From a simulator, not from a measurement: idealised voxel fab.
The process module presented herein is designated voxel gate over fins.
Square cell edge 5 nm, section width 210 nm, ID cut.
Cross-section spec: square-cell grid; bands listed top down; each band is one or more rows. Band: top and bottom heights (nm) first, top before bottom; then materials from left to right, widths in nm. "all across" marks a sole material filling the band edge to edge. "air" denotes empty space. Heights from 0 (as-received wafer is one material below). Bottom band endless downward, as "0..down". You'd read "30 to 40" like this: the band's top row of cells is as wide as the first number, its bottom row is as wide as the second, and going down, every row changes width by the same amount as the row before did. Any step labelled "nothing changed" changed none of the cells in the cross-section. "Closed void entries" lists enclosed empty spaces (at least 8 cells, no open path upward to the top), each as width x height at distance from the left edge, in nm. What comes after the settings on a step's line is commentary from the simulator itself on that step. "overlay nm" answers the question of how far to the right of plan the mask lay on a step that has a mask, and when it is negative the answer is to the left.
# Here's what the planned process steps look like
step 1: RECEIVE: material Si
step 2: CONFORMAL_DEP: material SiN, thk nm 5
step 3: DIRECTIONAL_DEP: material aC, thk nm 10
step 4: PATTERN: tone cover, mask id FINS, material resist, width nm 15, pitch nm 60, thk nm 25, overlay nm 0
step 5: DIRECTIONAL_ETCH: etch materials aC, depth nm 10
step 6: STRIP: etch materials resist
step 7: DIRECTIONAL_ETCH: etch materials SiN, depth nm 5
step 8: DIRECTIONAL_ETCH: etch materials Si, depth nm 35
step 9: STRIP: etch materials aC
step 10: FILL_DEP: material SiO2, thk nm 5
step 11: CMP: height nm 5
step 12: DIRECTIONAL_DEP: material aC, thk nm 10
step 13: PATTERN: tone open, mask id RAIL, material resist, width nm 15, thk nm 25, overlay nm 0
step 14: DIRECTIONAL_ETCH: etch materials aC, depth nm 10
step 15: STRIP: etch materials resist
step 16: DIRECTIONAL_ETCH: etch materials SiO2, depth nm 35
step 17: STRIP: etch materials aC
step 18: CONFORMAL_DEP: material TiN, thk nm 5
step 19: FILL_DEP: material Ru, thk nm 5
step 20: CMP: height nm 5
step 21: SELECTIVE_ETCH: etch materials W Ru TiN, depth nm 20
step 22: FILL_DEP: material SiO2, thk nm 5
step 23: CMP: height nm 5
step 24: SELECTIVE_ETCH: etch materials SiO2, depth nm 15
step 25: STRIP: etch materials SiN
step 26: CONFORMAL_DEP: material HfO2, thk nm 5
step 27: CONFORMAL_DEP: material TiN, thk nm 5
step 28: FILL_DEP: material W, thk nm 10
step 29: CMP: height nm 15
step 30: CONFORMAL_DEP: material SiN, thk nm 10
# The cross-section here shows the wafer as received, i.e. in its state after step 1
- 0..down | Si all across
- Closed void entries: none
# End state of the module in cross-section, given the above starting point and plan and one mistake in execution
- 25..15 | SiN all across
- 15..10 | W all across
- 10..5 | TiN all across
- 5..0 | HfO2 all across
- 0..-15 | SiO2=65, then Si=15, then SiO2=45, then Si=15, then SiO2=70
- -15..-25 | SiO2=65, then Si=15, then SiO2=15, then TiN=5, then Ru=5, then TiN=5, then SiO2=15, then Si=15, then SiO2=70
- -25..-30 | SiO2=65, then Si=15, then SiO2=15, then TiN=15, then SiO2=15, then Si=15, then SiO2=70
- -30..-35 | SiO2=65, then Si=15, then SiO2=45, then Si=15, then SiO2=70
- -35..down | Si all across
- Closed void entries: none
Run error: planned and actual differ for step 24; actual: SELECTIVE_ETCH: etch materials SiO2, depth nm 5
